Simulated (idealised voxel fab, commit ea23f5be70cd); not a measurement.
The following process module bears the name voxel transistor to metal.
The cross-section shown here is cut; it is 300 nm wide and divided into square cells measuring 5 nm on a side.
A cross-section in this document is a grid of square cells, and it is written down as bands, the top band listed before the ones below it; a band is made up of one or more rows of cells. Quick guide to a band line: top height, bottom height (nm) up front; then every material left to right with its width in nm. Only one material and it's marked "full width"? Then it fills the band edge to edge. And "blank" just means empty space. Where do heights start? At 0: under that level the wafer as delivered is made of one material only. And the lowest band has no floor; it just carries on downward, as in "0 and below". With a width like "30->40", each row of cells in the band differs from the next by the same amount, the top row carrying the first number and the bottom row the second. "no modifications" means the step left every cell of the cross-section as it was. The list in "Closed void listing" covers empty spaces of 8 cells or more that cannot reach the top through any open way, and it gives each as width x height at distance; the distance is from the left edge, and width, height and distance are in nm. Step line, after settings: the simulator's comment on this step. "overlay nm" answers the question of how far to the right of plan the mask lay on a step that has a mask, and when it is negative the answer is to the left. Each pair of cross-sections that follows straddles one process step: the one shows the state before the step, the other the state after it, down to the lowest band that changed and no further. The step in question, and its settings, are given under the pair. Note that a pair is not necessarily a continuation of the pair above it, since pairs can come from different runs of this module on the same starting wafer; it is a continuation only where its entry headed "State on entry" says so.

# State on entry
    140 down to 120 = resist (30), blank (15), resist (125), blank (15), resist (115)
    120 down to 100 = SiO2 (30), blank (15), resist (5), SiO2 (120), blank (15), resist (5), SiO2 (110)
    100 down to 85 = SiO2 (30), blank (15), SiO2 (125), blank (15), SiO2 (115)
    85 down to 80 = SiCN full width
    80 down to 75 = SiCN (25), Ru (30), SiCN (50), Ru (30), SiCN (30), Ru (30), SiCN (50), Ru (30), SiCN (25)
    75 down to 50 = lowk (30), TiN (5), Ru (10), TiN (5), lowk (60), TiN (5), Ru (10), TiN (5), lowk (40), TiN (5), Ru (10), TiN (5), lowk (60), TiN (5), Ru (10), TiN (5), lowk (30)
    50 down to 45 = SiN (30), TiN (20), SiN (60), TiN (20), SiN (40), TiN (20), SiN (60), TiN (20), SiN (30)
    45 down to 30 = SiO2 (30), TiN (5), W (25), TiN (5), SiO2 (30), TiN (5), W (25), TiN (5), SiO2 (40), TiN (5), W (25), TiN (5), SiO2 (30), TiN (5), W (25), TiN (5), SiO2 (30)
    30 down to 20 = SiO2 (30), TiN (5), W (25), TiN (5), SiN (5), SiCN (20), SiN (5), TiN (5), W (25), TiN (5), SiO2 (40), TiN (5), W (25), TiN (5), SiN (5), SiCN (20), SiN (5), TiN (5), W (25), TiN (5), SiO2 (30)
    20 down to 10 = SiO2 (30), TiN (5), W (25), TiN (5), SiN (5), polySi (20), SiN (5), TiN (5), W (25), TiN (5), SiO2 (40), TiN (5), W (25), TiN (5), SiN (5), polySi (20), SiN (5), TiN (5), W (25), TiN (5), SiO2 (30)
    10 down to 5 = SiO2 (30), TiN (5), W (10), TiN (20), SiN (5), polySi (20), SiN (5), TiN (20), W (10), TiN (5), SiO2 (40), TiN (5), W (10), TiN (20), SiN (5), polySi (20), SiN (5), TiN (20), W (10), TiN (5), SiO2 (30)
    5 down to 0 = SiO2 (30), TiN (5), W (10), TiN (5), SiGe (15), SiN (5), polySi (20), SiN (5), SiGe (15), TiN (5), W (10), TiN (5), SiO2 (40), TiN (5), W (10), TiN (5), SiGe (15), SiN (5), polySi (20), SiN (5), SiGe (15), TiN (5), W (10), TiN (5), SiO2 (30)
    0 down to -5 = SiO2 (20), SiN (5), SiO2 (5), TiN (5), W (10), TiN (5), SiGe (15), SiN (5), polySi (20), SiN (5), SiGe (15), TiN (5), W (10), TiN (5), SiO2 (5), SiN (5), SiO2 (20), SiN (5), SiO2 (5), TiN (5), W (10), TiN (5), SiGe (15), SiN (5), polySi (20), SiN (5), SiGe (15), TiN (5), W (10), TiN (5), SiO2 (5), SiN (5), SiO2 (20)
    -5 down to -10 = SiO2 (30), TiN (20), SiGe (15), SiO2 (30), SiGe (15), TiN (20), SiO2 (40), TiN (20), SiGe (15), SiO2 (30), SiGe (15), TiN (20), SiO2 (30)
    -10 down to -25 = SiO2 (25), SiGe (15), SiO2 (10), SiGe (15), Si (30), SiGe (15), SiO2 (10), SiGe (15), SiO2 (30), SiGe (15), SiO2 (10), SiGe (15), Si (30), SiGe (15), SiO2 (10), SiGe (15), SiO2 (25)
    -25 down to -40 = Si (25), SiGe (40), Si (30), SiGe (40), Si (30), SiGe (40), Si (30), SiGe (40), Si (25)
    -40 and below = Si full width
    Closed void listing: none

# Post-Process View
    140 down to 120 = resist (30), blank (15), resist (125), blank (15), resist (115)
    120 down to 100 = SiO2 (30), blank (15), resist (5), SiO2 (120), blank (15), resist (5), SiO2 (110)
    100 down to 85 = SiO2 (30), blank (15), SiO2 (125), blank (15), SiO2 (115)
    85 down to 80 = SiCN (30), blank (15), SiCN (125), blank (15), SiCN (115)
    Heights below 80 show no change.
    Closed void listing: none
The step that takes the structure from the upper cross-section to the lower one is DIRECTIONAL_ETCH, etch materials SiCN, depth nm 5

State on entry: starting point is the after cross-section of the pair just above.

# Post-Process View
    120 down to 100 = SiO2 (30), blank (20), SiO2 (120), blank (20), SiO2 (110)
    Heights below 100 show no change.
    Closed void listing: none
The step that takes the structure from the upper cross-section to the lower one is STRIP, etch materials resist

State on entry: starting point is the after cross-section of the pair just above.

# Post-Process View
    125 down to 120 = TiN (35), blank (10), TiN (130), blank (10), TiN (115)
    120 down to 105 = SiO2 (30), TiN (5), blank (10), TiN (5), SiO2 (120), TiN (5), blank (10), TiN (5), SiO2 (110)
    105 down to 100 = SiO2 (30), TiN (5), blank (5), TiN (10), SiO2 (120), TiN (5), blank (5), TiN (10), SiO2 (110)
    100 down to 85 = SiO2 (30), TiN (5), blank (5), TiN (5), SiO2 (125), TiN (5), blank (5), TiN (5), SiO2 (115)
    85 down to 80 = SiCN (30), TiN (15), SiCN (125), TiN (15), SiCN (115)
    Heights below 80 show no change.
    Closed void listing: none
The step that takes the structure from the upper cross-section to the lower one is CONFORMAL_DEP, material TiN, thk nm 5

State on entry: starting point is the after cross-section of the pair just above.

# Post-Process View
    130 down to 125 = Ru full width
    125 down to 120 = TiN (35), Ru (10), TiN (130), Ru (10), TiN (115)
    120 down to 105 = SiO2 (30), TiN (5), Ru (10), TiN (5), SiO2 (120), TiN (5), Ru (10), TiN (5), SiO2 (110)
    105 down to 100 = SiO2 (30), TiN (5), Ru (5), TiN (10), SiO2 (120), TiN (5), Ru (5), TiN (10), SiO2 (110)
    100 down to 85 = SiO2 (30), TiN (5), Ru (5), TiN (5), SiO2 (125), TiN (5), Ru (5), TiN (5), SiO2 (115)
    Heights below 85 show no change.
    Closed void listing: none
The step that takes the structure from the upper cross-section to the lower one is FILL_DEP, material Ru, thk nm 5

State on entry: starting point is the after cross-section of the pair just above.

# Post-Process View
    120 down to 105 = SiO2 (30), TiN (5), Ru (10), TiN (5), SiO2 (120), TiN (5), Ru (10), TiN (5), SiO2 (110)
    Heights below 105 show no change.
    Closed void listing: none
The step that takes the structure from the upper cross-section to the lower one is CMP, height nm 120

State on entry: starting point is the after cross-section of the pair just above.

# Post-Process View
    125 down to 120 = SiCN full width
    Heights below 120 show no change.
    Closed void listing: none
The step that takes the structure from the upper cross-section to the lower one is CONFORMAL_DEP, material SiCN, thk nm 5

# State on entry
    10 down to 0 = SiO2 (25), SiN (110), SiO2 (30), SiN (110), SiO2 (25)
    0 down to -5 = SiO2 full width
    -5 down to -25 = SiO2 (25), Si (110), SiO2 (30), Si (110), SiO2 (25)
    -25 and below = Si full width
    Closed void listing: none

# Post-Process View
    10 down to 0 = SiO2 (25), blank (110), SiO2 (30), blank (110), SiO2 (25)
    Heights below 0 show no change.
    Closed void listing: none
The step that takes the structure from the upper cross-section to the lower one is STRIP, etch materials SiN

State on entry: starting point is the after cross-section of the pair just above.

# Post-Process View
    5 down to -5 = SiO2 (20), blank (120), SiO2 (20), blank (120), SiO2 (20)
    Heights below -5 show no change.
    Closed void listing: none
The step that takes the structure from the upper cross-section to the lower one is SELECTIVE_ETCH, etch materials SiO2, depth nm 5

State on entry: starting point is the after cross-section of the pair just above.

# Post-Process View
    0 down to -5 = SiO2 (15), blank (130), SiO2 (10), blank (130), SiO2 (15)
    -5 down to -10 = SiO2 (15), blank (10), Si (110), blank (10), SiO2 (10), blank (10), Si (110), blank (10), SiO2 (15)
    Heights below -10 show no change.
    Closed void listing: none
The step that takes the structure from the upper cross-section to the lower one is SELECTIVE_ETCH, etch materials SiO2, depth nm 5

State on entry: starting point is the after cross-section of the pair just above.

# Post-Process View
    0 down to -5 = SiO2 (15), blank (130), SiO2 (10), blank (130), SiO2 (15)
    -5 down to -10 = SiO2 (15), blank (10), SiO2 (110), blank (10), SiO2 (10), blank (10), SiO2 (110), blank (10), SiO2 (15)
    -10 down to -15 = SiO2 (30), Si (100), SiO2 (40), Si (100), SiO2 (30)
    Heights below -15 show no change.
    Closed void listing: none
The step that takes the structure from the upper cross-section to the lower one is OXIDIZE, depth nm 5

State on entry: starting point is the after cross-section of the pair just above.

# Post-Process View
    25 down to 20 = polySi (15), blank (130), polySi (10), blank (130), polySi (15)
    20 down to 15 = polySi (15), blank (10), polySi (110), blank (10), polySi (10), blank (10), polySi (110), blank (10), polySi (15)
    15 down to 0 = polySi full width
    0 down to -5 = SiO2 (15), polySi (130), SiO2 (10), polySi (130), SiO2 (15)
    -5 down to -10 = SiO2 (15), polySi (10), SiO2 (110), polySi (10), SiO2 (10), polySi (10), SiO2 (110), polySi (10), SiO2 (15)
    Heights below -10 show no change.
    Closed void listing: none
The step that takes the structure from the upper cross-section to the lower one is DIRECTIONAL_DEP, material polySi, thk nm 25

State on entry: starting point is the after cross-section of the pair just above.

# Post-Process View
    35 down to 30 = SiCN (15), blank (130), SiCN (10), blank (130), SiCN (15)
    30 down to 25 = SiCN (15), blank (10), SiCN (110), blank (10), SiCN (10), blank (10), SiCN (110), blank (10), SiCN (15)
    25 down to 20 = polySi (15), SiCN (130), polySi (10), SiCN (130), polySi (15)
    20 down to 15 = polySi (15), SiCN (10), polySi (110), SiCN (10), polySi (10), SiCN (10), polySi (110), SiCN (10), polySi (15)
    Heights below 15 show no change.
    Closed void listing: none
The step that takes the structure from the upper cross-section to the lower one is DIRECTIONAL_DEP, material SiCN, thk nm 10

State on entry: starting point is the after cross-section of the pair just above.

# Post-Process View
    30 down to 25 = blank (70), SiCN (20), blank (120), SiCN (20), blank (70)
    25 down to 20 = polySi (15), blank (55), SiCN (20), blank (55), polySi (10), blank (55), SiCN (20), blank (55), polySi (15)
    20 down to 15 = polySi (15), blank (10), polySi (110), blank (10), polySi (10), blank (10), polySi (110), blank (10), polySi (15)
    Heights below 15 show no change.
    Closed void listing: none
The step that takes the structure from the upper cross-section to the lower one is MASKED_ETCH, tone cover, mask id GATE, width nm 20, pitch nm 140, etch materials SiCN, depth nm 20, overlay nm 0

State on entry: starting point is the after cross-section of the pair just above.

# Post-Process View
    30 down to 20 = blank (70), SiCN (20), blank (120), SiCN (20), blank (70)
    20 down to 0 = blank (70), polySi (20), blank (120), polySi (20), blank (70)
    0 down to -5 = SiO2 (15), blank (55), polySi (20), blank (55), SiO2 (10), blank (55), polySi (20), blank (55), SiO2 (15)
    -5 down to -10 = SiO2 (15), blank (10), SiO2 (110), blank (10), SiO2 (10), blank (10), SiO2 (110), blank (10), SiO2 (15)
    Heights below -10 show no change.
    Closed void listing: none
The step that takes the structure from the upper cross-section to the lower one is MASKED_ETCH, tone cover, mask id GATE, width nm 20, pitch nm 140, etch materials polySi, depth nm 35, overlay nm 0

State on entry: starting point is the after cross-section of the pair just above.

# Post-Process View
    35 down to 30 = blank (65), SiN (30), blank (110), SiN (30), blank (65)
    30 down to 20 = blank (65), SiN (5), SiCN (20), SiN (5), blank (110), SiN (5), SiCN (20), SiN (5), blank (65)
    20 down to 5 = blank (65), SiN (5), polySi (20), SiN (5), blank (110), SiN (5), polySi (20), SiN (5), blank (65)
    5 down to 0 = SiN (20), blank (45), SiN (5), polySi (20), SiN (5), blank (45), SiN (20), blank (45), SiN (5), polySi (20), SiN (5), blank (45), SiN (20)
    0 down to -5 = SiO2 (15), SiN (55), polySi (20), SiN (55), SiO2 (10), SiN (55), polySi (20), SiN (55), SiO2 (15)
    -5 down to -10 = SiO2 (15), SiN (10), SiO2 (110), SiN (10), SiO2 (10), SiN (10), SiO2 (110), SiN (10), SiO2 (15)
    Heights below -10 show no change.
    Closed void listing: none
The step that takes the structure from the upper cross-section to the lower one is CONFORMAL_DEP, material SiN, thk nm 5

State on entry: starting point is the after cross-section of the pair just above.

# Post-Process View
    30 down to 20 = blank (65), SiN (5), SiCN (20), SiN (5), blank (110), SiN (5), SiCN (20), SiN (5), blank (65)
    20 down to 0 = blank (65), SiN (5), polySi (20), SiN (5), blank (110), SiN (5), polySi (20), SiN (5), blank (65)
    0 down to -5 = SiO2 (15), SiN (5), blank (45), SiN (5), polySi (20), SiN (5), blank (45), SiN (5), SiO2 (10), SiN (5), blank (45), SiN (5), polySi (20), SiN (5), blank (45), SiN (5), SiO2 (15)
    Heights below -5 show no change.
    Closed void listing: none
The step that takes the structure from the upper cross-section to the lower one is DIRECTIONAL_ETCH, etch materials SiN, depth nm 5

State on entry: starting point is the after cross-section of the pair just above.

# Post-Process View
    30 down to 20 = blank (65), SiN (5), SiCN (20), SiN (5), blank (110), SiN (5), SiCN (20), SiN (5), blank (65)
    20 down to 0 = blank (65), SiN (5), polySi (20), SiN (5), blank (110), SiN (5), polySi (20), SiN (5), blank (65)
    0 down to -5 = blank (15), SiN (5), blank (45), SiN (5), polySi (20), SiN (5), blank (45), SiN (5), blank (10), SiN (5), blank (45), SiN (5), polySi (20), SiN (5), blank (45), SiN (5), blank (15)
    -5 down to -10 = SiO2 (15), SiN (10), blank (40), SiO2 (30), blank (40), SiN (10), SiO2 (10), SiN (10), blank (40), SiO2 (30), blank (40), SiN (10), SiO2 (15)
    Heights below -10 show no change.
    Closed void listing: none
The step that takes the structure from the upper cross-section to the lower one is DIRECTIONAL_ETCH, etch materials SiO2, depth nm 5

State on entry: starting point is the after cross-section of the pair just above.

# Post-Process View
    30 down to 20 = blank (65), SiN (5), SiCN (20), SiN (5), blank (110), SiN (5), SiCN (20), SiN (5), blank (65)
    20 down to 0 = blank (65), SiN (5), polySi (20), SiN (5), blank (110), SiN (5), polySi (20), SiN (5), blank (65)
    0 down to -5 = blank (15), SiN (5), blank (45), SiN (5), polySi (20), SiN (5), blank (45), SiN (5), blank (10), SiN (5), blank (45), SiN (5), polySi (20), SiN (5), blank (45), SiN (5), blank (15)
    -5 down to -10 = SiO2 (15), SiN (10), blank (40), SiO2 (30), blank (40), SiN (10), SiO2 (10), SiN (10), blank (40), SiO2 (30), blank (40), SiN (10), SiO2 (15)
    -10 down to -15 = SiO2 (30), blank (35), Si (30), blank (35), SiO2 (40), blank (35), Si (30), blank (35), SiO2 (30)
    -15 down to -25 = SiO2 (25), Si (5), blank (35), Si (30), blank (35), Si (5), SiO2 (30), Si (5), blank (35), Si (30), blank (35), Si (5), SiO2 (25)
    Heights below -25 show no change.
    Closed void listing: none
The step that takes the structure from the upper cross-section to the lower one is DIRECTIONAL_ETCH, etch materials Si, depth nm 15

State on entry: starting point is the after cross-section of the pair just above.

# Post-Process View
    30 down to 20 = blank (65), SiN (5), SiCN (20), SiN (5), blank (110), SiN (5), SiCN (20), SiN (5), blank (65)
    20 down to 5 = blank (65), SiN (5), polySi (20), SiN (5), blank (110), SiN (5), polySi (20), SiN (5), blank (65)
    5 down to 0 = blank (50), SiGe (15), SiN (5), polySi (20), SiN (5), SiGe (15), blank (80), SiGe (15), SiN (5), polySi (20), SiN (5), SiGe (15), blank (50)
    0 down to -5 = blank (15), SiN (5), SiGe (25), blank (5), SiGe (15), SiN (5), polySi (20), SiN (5), SiGe (15), blank (5), SiGe (25), SiN (5), blank (10), SiN (5), SiGe (25), blank (5), SiGe (15), SiN (5), polySi (20), SiN (5), SiGe (15), blank (5), SiGe (25), SiN (5), blank (15)
    -5 down to -10 = SiO2 (15), SiN (10), SiGe (20), blank (5), SiGe (15), SiO2 (30), SiGe (15), blank (5), SiGe (20), SiN (10), SiO2 (10), SiN (10), SiGe (20), blank (5), SiGe (15), SiO2 (30), SiGe (15), blank (5), SiGe (20), SiN (10), SiO2 (15)
    -10 down to -15 = SiO2 (30), SiGe (35), Si (30), SiGe (35), SiO2 (40), SiGe (35), Si (30), SiGe (35), SiO2 (30)
    -15 down to -25 = SiO2 (25), Si (5), SiGe (35), Si (30), SiGe (35), Si (5), SiO2 (30), Si (5), SiGe (35), Si (30), SiGe (35), Si (5), SiO2 (25)
    Heights below -25 show no change.
    Closed void listing: none
The step that takes the structure from the upper cross-section to the lower one is EPI, material SiGe, thk nm 15

State on entry: starting point is the after cross-section of the pair just above.

# Post-Process View
    35 down to 30 = SiO2 full width
    30 down to 20 = SiO2 (65), SiN (5), SiCN (20), SiN (5), SiO2 (110), SiN (5), SiCN (20), SiN (5), SiO2 (65)
    20 down to 5 = SiO2 (65), SiN (5), polySi (20), SiN (5), SiO2 (110), SiN (5), polySi (20), SiN (5), SiO2 (65)
    5 down to 0 = SiO2 (50), SiGe (15), SiN (5), polySi (20), SiN (5), SiGe (15), SiO2 (80), SiGe (15), SiN (5), polySi (20), SiN (5), SiGe (15), SiO2 (50)
    0 down to -5 = SiO2 (15), SiN (5), SiGe (25), SiO2 (5), SiGe (15), SiN (5), polySi (20), SiN (5), SiGe (15), SiO2 (5), SiGe (25), SiN (5), SiO2 (10), SiN (5), SiGe (25), SiO2 (5), SiGe (15), SiN (5), polySi (20), SiN (5), SiGe (15), SiO2 (5), SiGe (25), SiN (5), SiO2 (15)
    -5 down to -10 = SiO2 (15), SiN (10), SiGe (20), SiO2 (5), SiGe (15), SiO2 (30), SiGe (15), SiO2 (5), SiGe (20), SiN (10), SiO2 (10), SiN (10), SiGe (20), SiO2 (5), SiGe (15), SiO2 (30), SiGe (15), SiO2 (5), SiGe (20), SiN (10), SiO2 (15)
    Heights below -10 show no change.
    Closed void listing: none
The step that takes the structure from the upper cross-section to the lower one is FILL_DEP, material SiO2, thk nm 5

State on entry: starting point is the after cross-section of the pair just above.

# Post-Process View
    30 down to 20 = SiO2 (65), SiN (5), SiCN (20), SiN (5), SiO2 (110), SiN (5), SiCN (20), SiN (5), SiO2 (65)
    Heights below 20 show no change.
    Closed void listing: none
The step that takes the structure from the upper cross-section to the lower one is CMP, height nm 30

State on entry: starting point is the after cross-section of the pair just above.

# Post-Process View
    45 down to 30 = SiO2 full width
    Heights below 30 show no change.
    Closed void listing: none
The step that takes the structure from the upper cross-section to the lower one is DIRECTIONAL_DEP, material SiO2, thk nm 15

State on entry: starting point is the after cross-section of the pair just above.

# Post-Process View
    45 down to 30 = SiO2 (30), blank (35), SiO2 (30), blank (35), SiO2 (40), blank (35), SiO2 (30), blank (35), SiO2 (30)
    30 down to 20 = SiO2 (30), blank (35), SiN (5), SiCN (20), SiN (5), blank (35), SiO2 (40), blank (35), SiN (5), SiCN (20), SiN (5), blank (35), SiO2 (30)
    20 down to 5 = SiO2 (30), blank (35), SiN (5), polySi (20), SiN (5), blank (35), SiO2 (40), blank (35), SiN (5), polySi (20), SiN (5), blank (35), SiO2 (30)
    5 down to 0 = SiO2 (30), blank (20), SiGe (15), SiN (5), polySi (20), SiN (5), SiGe (15), blank (20), SiO2 (40), blank (20), SiGe (15), SiN (5), polySi (20), SiN (5), SiGe (15), blank (20), SiO2 (30)
    0 down to -5 = SiO2 (15), SiN (5), SiGe (25), blank (5), SiGe (15), SiN (5), polySi (20), SiN (5), SiGe (15), blank (5), SiGe (25), SiN (5), SiO2 (10), SiN (5), SiGe (25), blank (5), SiGe (15), SiN (5), polySi (20), SiN (5), SiGe (15), blank (5), SiGe (25), SiN (5), SiO2 (15)
    -5 down to -10 = SiO2 (15), SiN (10), SiGe (20), blank (5), SiGe (15), SiO2 (30), SiGe (15), blank (5), SiGe (20), SiN (10), SiO2 (10), SiN (10), SiGe (20), blank (5), SiGe (15), SiO2 (30), SiGe (15), blank (5), SiGe (20), SiN (10), SiO2 (15)
    Heights below -10 show no change.
    Closed void listing: none
The step that takes the structure from the upper cross-section to the lower one is MASKED_ETCH, tone open, mask id CONTACT, width nm 35, etch materials SiO2, depth nm 55, overlay nm 0

State on entry: starting point is the after cross-section of the pair just above.

# Post-Process View
    50 down to 45 = TiN (35), blank (25), TiN (40), blank (25), TiN (50), blank (25), TiN (40), blank (25), TiN (35)
    45 down to 30 = SiO2 (30), TiN (5), blank (25), TiN (5), SiO2 (30), TiN (5), blank (25), TiN (5), SiO2 (40), TiN (5), blank (25), TiN (5), SiO2 (30), TiN (5), blank (25), TiN (5), SiO2 (30)
    30 down to 20 = SiO2 (30), TiN (5), blank (25), TiN (5), SiN (5), SiCN (20), SiN (5), TiN (5), blank (25), TiN (5), SiO2 (40), TiN (5), blank (25), TiN (5), SiN (5), SiCN (20), SiN (5), TiN (5), blank (25), TiN (5), SiO2 (30)
    20 down to 10 = SiO2 (30), TiN (5), blank (25), TiN (5), SiN (5), polySi (20), SiN (5), TiN (5), blank (25), TiN (5), SiO2 (40), TiN (5), blank (25), TiN (5), SiN (5), polySi (20), SiN (5), TiN (5), blank (25), TiN (5), SiO2 (30)
    10 down to 5 = SiO2 (30), TiN (5), blank (10), TiN (20), SiN (5), polySi (20), SiN (5), TiN (20), blank (10), TiN (5), SiO2 (40), TiN (5), blank (10), TiN (20), SiN (5), polySi (20), SiN (5), TiN (20), blank (10), TiN (5), SiO2 (30)
    5 down to 0 = SiO2 (30), TiN (20), SiGe (15), SiN (5), polySi (20), SiN (5), SiGe (15), TiN (20), SiO2 (40), TiN (20), SiGe (15), SiN (5), polySi (20), SiN (5), SiGe (15), TiN (20), SiO2 (30)
    0 down to -5 = SiO2 (15), SiN (5), SiGe (25), TiN (5), SiGe (15), SiN (5), polySi (20), SiN (5), SiGe (15), TiN (5), SiGe (25), SiN (5), SiO2 (10), SiN (5), SiGe (25), TiN (5), SiGe (15), SiN (5), polySi (20), SiN (5), SiGe (15), TiN (5), SiGe (25), SiN (5), SiO2 (15)
    -5 down to -10 = SiO2 (15), SiN (10), SiGe (20), TiN (5), SiGe (15), SiO2 (30), SiGe (15), TiN (5), SiGe (20), SiN (10), SiO2 (10), SiN (10), SiGe (20), TiN (5), SiGe (15), SiO2 (30), SiGe (15), TiN (5), SiGe (20), SiN (10), SiO2 (15)
    Heights below -10 show no change.
    Closed void listing: none
The step that takes the structure from the upper cross-section to the lower one is CONFORMAL_DEP, material TiN, thk nm 5

State on entry: starting point is the after cross-section of the pair just above.

# Post-Process View
    55 down to 50 = W full width
    50 down to 45 = TiN (35), W (25), TiN (40), W (25), TiN (50), W (25), TiN (40), W (25), TiN (35)
    45 down to 30 = SiO2 (30), TiN (5), W (25), TiN (5), SiO2 (30), TiN (5), W (25), TiN (5), SiO2 (40), TiN (5), W (25), TiN (5), SiO2 (30), TiN (5), W (25), TiN (5), SiO2 (30)
    30 down to 20 = SiO2 (30), TiN (5), W (25), TiN (5), SiN (5), SiCN (20), SiN (5), TiN (5), W (25), TiN (5), SiO2 (40), TiN (5), W (25), TiN (5), SiN (5), SiCN (20), SiN (5), TiN (5), W (25), TiN (5), SiO2 (30)
    20 down to 10 = SiO2 (30), TiN (5), W (25), TiN (5), SiN (5), polySi (20), SiN (5), TiN (5), W (25), TiN (5), SiO2 (40), TiN (5), W (25), TiN (5), SiN (5), polySi (20), SiN (5), TiN (5), W (25), TiN (5), SiO2 (30)
    10 down to 5 = SiO2 (30), TiN (5), W (10), TiN (20), SiN (5), polySi (20), SiN (5), TiN (20), W (10), TiN (5), SiO2 (40), TiN (5), W (10), TiN (20), SiN (5), polySi (20), SiN (5), TiN (20), W (10), TiN (5), SiO2 (30)
    Heights below 5 show no change.
    Closed void listing: none
The step that takes the structure from the upper cross-section to the lower one is FILL_DEP, material W, thk nm 5

State on entry: starting point is the after cross-section of the pair just above.

# Post-Process View
    45 down to 30 = SiO2 (30), TiN (5), W (25), TiN (5), SiO2 (30), TiN (5), W (25), TiN (5), SiO2 (40), TiN (5), W (25), TiN (5), SiO2 (30), TiN (5), W (25), TiN (5), SiO2 (30)
    Heights below 30 show no change.
    Closed void listing: none
The step that takes the structure from the upper cross-section to the lower one is CMP, height nm 45

State on entry: starting point is the after cross-section of the pair just above.

# Post-Process View
    50 down to 45 = SiN full width
    Heights below 45 show no change.
    Closed void listing: none
The step that takes the structure from the upper cross-section to the lower one is CONFORMAL_DEP, material SiN, thk nm 5

State on entry: starting point is the after cross-section of the pair just above.

# Post-Process View
    75 down to 50 = lowk full width
    Heights below 50 show no change.
    Closed void listing: none
The step that takes the structure from the upper cross-section to the lower one is DIRECTIONAL_DEP, material lowk, thk nm 25

State on entry: starting point is the after cross-section of the pair just above.

# Post-Process View
    75 down to 50 = lowk (30), blank (20), lowk (60), blank (20), lowk (40), blank (20), lowk (60), blank (20), lowk (30)
    Heights below 50 show no change.
    Closed void listing: none
The step that takes the structure from the upper cross-section to the lower one is MASKED_ETCH, tone open, mask id METAL_1, width nm 20, etch materials lowk, depth nm 25, overlay nm 0

State on entry: starting point is the after cross-section of the pair just above.

# Post-Process View
    75 down to 50 = lowk (30), blank (20), lowk (60), blank (20), lowk (40), blank (20), lowk (60), blank (20), lowk (30)
    50 down to 45 = SiN (30), blank (20), SiN (60), blank (20), SiN (40), blank (20), SiN (60), blank (20), SiN (30)
    Heights below 45 show no change.
    Closed void listing: none
The step that takes the structure from the upper cross-section to the lower one is MASKED_ETCH, tone open, mask id METAL_1, width nm 20, etch materials SiN, depth nm 5, overlay nm 0

State on entry: starting point is the after cross-section of the pair just above.

# Post-Process View
    80 down to 75 = TiN (35), blank (10), TiN (70), blank (10), TiN (50), blank (10), TiN (70), blank (10), TiN (35)
    75 down to 50 = lowk (30), TiN (5), blank (10), TiN (5), lowk (60), TiN (5), blank (10), TiN (5), lowk (40), TiN (5), blank (10), TiN (5), lowk (60), TiN (5), blank (10), TiN (5), lowk (30)
    50 down to 45 = SiN (30), TiN (20), SiN (60), TiN (20), SiN (40), TiN (20), SiN (60), TiN (20), SiN (30)
    Heights below 45 show no change.
    Closed void listing: none
The step that takes the structure from the upper cross-section to the lower one is CONFORMAL_DEP, material TiN, thk nm 5

State on entry: starting point is the after cross-section of the pair just above.

# Post-Process View
    85 down to 80 = Ru full width
    80 down to 75 = TiN (35), Ru (10), TiN (70), Ru (10), TiN (50), Ru (10), TiN (70), Ru (10), TiN (35)
    75 down to 50 = lowk (30), TiN (5), Ru (10), TiN (5), lowk (60), TiN (5), Ru (10), TiN (5), lowk (40), TiN (5), Ru (10), TiN (5), lowk (60), TiN (5), Ru (10), TiN (5), lowk (30)
    Heights below 50 show no change.
    Closed void listing: none
The step that takes the structure from the upper cross-section to the lower one is FILL_DEP, material Ru, thk nm 5

State on entry: starting point is the after cross-section of the pair just above.

# Post-Process View
    75 down to 50 = lowk (30), TiN (5), Ru (10), TiN (5), lowk (60), TiN (5), Ru (10), TiN (5), lowk (40), TiN (5), Ru (10), TiN (5), lowk (60), TiN (5), Ru (10), TiN (5), lowk (30)
    Heights below 50 show no change.
    Closed void listing: none
The step that takes the structure from the upper cross-section to the lower one is CMP, height nm 75

State on entry: starting point is the after cross-section of the pair just above.

# Post-Process View
    80 down to 75 = blank (25), Ru (30), blank (50), Ru (30), blank (30), Ru (30), blank (50), Ru (30), blank (25)
    Heights below 75 show no change.
    Closed void listing: none
The step that takes the structure from the upper cross-section to the lower one is EPI, material Ru, thk nm 5

State on entry: starting point is the after cross-section of the pair just above.

# Post-Process View
    85 down to 80 = SiCN full width
    80 down to 75 = SiCN (25), Ru (30), SiCN (50), Ru (30), SiCN (30), Ru (30), SiCN (50), Ru (30), SiCN (25)
    Heights below 75 show no change.
    Closed void listing: none
The step that takes the structure from the upper cross-section to the lower one is FILL_DEP, material SiCN, thk nm 5

State on entry: starting point is the after cross-section of the pair just above.

# Post-Process View
    120 down to 85 = SiO2 full width
    Heights below 85 show no change.
    Closed void listing: none
The step that takes the structure from the upper cross-section to the lower one is DIRECTIONAL_DEP, material SiO2, thk nm 35

State on entry: starting point is the after cross-section of the pair just above.

# Post-Process View
    130 down to 120 = aC full width
    Heights below 120 show no change.
    Closed void listing: none
The step that takes the structure from the upper cross-section to the lower one is DIRECTIONAL_DEP, material aC, thk nm 10

State on entry: starting point is the after cross-section of the pair just above.

# Post-Process View
    160 down to 130 = resist (30), blank (20), resist (120), blank (20), resist (110)
    Heights below 130 show no change.
    Closed void listing: none
The step that takes the structure from the upper cross-section to the lower one is PATTERN, tone open, mask id METAL_2, material resist, width nm 20, pitch nm 140, thk nm 30, overlay nm 0

State on entry: starting point is the after cross-section of the pair just above.

# Post-Process View
    150 down to 130 = resist (30), blank (20), resist (120), blank (20), resist (110)
    130 down to 120 = aC (30), blank (20), aC (120), blank (20), aC (110)
    Heights below 120 show no change.
    Closed void listing: none
The step that takes the structure from the upper cross-section to the lower one is DIRECTIONAL_ETCH, etch materials aC, depth nm 10

State on entry: starting point is the after cross-section of the pair just above.

# Post-Process View
    130 down to 120 = aC (30), blank (20), aC (120), blank (20), aC (110)
    Heights below 120 show no change.
    Closed void listing: none
The step that takes the structure from the upper cross-section to the lower one is STRIP, etch materials resist

State on entry: starting point is the after cross-section of the pair just above.

# Post-Process View
    130 down to 120 = aC (30), blank (20), aC (120), blank (20), aC (110)
    120 down to 100 = SiO2 (30), blank (20), SiO2 (120), blank (20), SiO2 (110)
    Heights below 100 show no change.
    Closed void listing: none
The step that takes the structure from the upper cross-section to the lower one is DIRECTIONAL_ETCH, etch materials SiO2, depth nm 20

State on entry: starting point is the after cross-section of the pair just above.

# Post-Process View
    120 down to 100 = SiO2 (30), blank (20), SiO2 (120), blank (20), SiO2 (110)
    Heights below 100 show no change.
    Closed void listing: none
The step that takes the structure from the upper cross-section to the lower one is STRIP, etch materials aC
